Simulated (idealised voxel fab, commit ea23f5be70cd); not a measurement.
Herein follows the process module entitled voxel double patterning.
Xsec cut, 235 nm wide, square cell size 5 nm.
Format of a cross-section: grid, square cells. Given as bands. Order: top down. Band: one or more rows of cells.
Heights first: top, then bottom, in nm. Then materials, left to right, each with a width in nm. "edge to edge" on a single material: fills the band edge to edge. "empty": empty space.
We count height from 0. Below that, the starting wafer is all one material. The lowest band never ends at the bottom but goes on down; see "0 -> down" for how that is written.
Width: "30..40" (first number = top row, second number = bottom row, same change from row to row of cells).
Where the words "no alteration" appear for a step, the cross-section shows no cell changed by that step; every cell remained as before.
"Enclosed void inventory" specifies each empty space that is not open to the top and that occupies no fewer than 8 cells, using the form width x height at distance, the distance measured from the left edge and all three quantities in nm.
On each step's line, the part that comes after the settings is the simulator's own comment on the step.
overlay nm: where the mask lay relative to plan, measured to the right, on steps with a mask; negatives go left.

Planned process steps:
- 1: RECEIVE: material Si
- 2: CONFORMAL_DEP: material SiO2, thk nm 5
- 3: DIRECTIONAL_DEP: material W, thk nm 15
- 4: DIRECTIONAL_DEP: material SiCN, thk nm 10
- 5: PATTERN: tone open, mask id FIRST, material resist, width nm 15, pitch nm 50, thk nm 20, overlay nm 0
- 6: DIRECTIONAL_ETCH: etch materials SiCN, depth nm 10
- 7: STRIP: etch materials resist
- 8: MASKED_ETCH: tone open, mask id SECOND, width nm 15, pitch nm 50, etch materials SiCN, depth nm 10, overlay nm 0
- 9: DIRECTIONAL_ETCH: etch materials W, depth nm 15
- 10: STRIP: etch materials SiCN

Cross-section of the wafer upon arrival, representing the state reached after step 1:
> 0 -> down | Si edge to edge
> Enclosed void inventory: none

Wafer cross-section at module end: first of two, run to plan:
> 20 -> 5 | W 60 nm | empty 15 nm | W 10 nm | empty 15 nm | W 10 nm | empty 15 nm | W 10 nm | empty 15 nm | W 10 nm | empty 15 nm | W 60 nm
> 5 -> 0 | SiO2 edge to edge
> 0 -> down | Si edge to edge
> Enclosed void inventory: none

End of module, second wafer, cross-section. Started like the first, planned like the first, run with one mistake:
> 20 -> 5 | W 55 nm | empty 25 nm | W 5 nm | empty 15 nm | W 5 nm | empty 25 nm | W 5 nm | empty 15 nm | W 5 nm | empty 25 nm | W 55 nm
> 5 -> 0 | SiO2 edge to edge
> 0 -> down | Si edge to edge
> Enclosed void inventory: none
It is concluded that the wafer was processed incorrectly with respect to the plan, in that planned and actual differ for step 5; actual: PATTERN: tone open, mask id FIRST, material resist, width nm 25, pitch nm 50, thk nm 20, overlay nm 0
Final cells, second wafer relative to first, materials higher or lower: 18 fewer of W
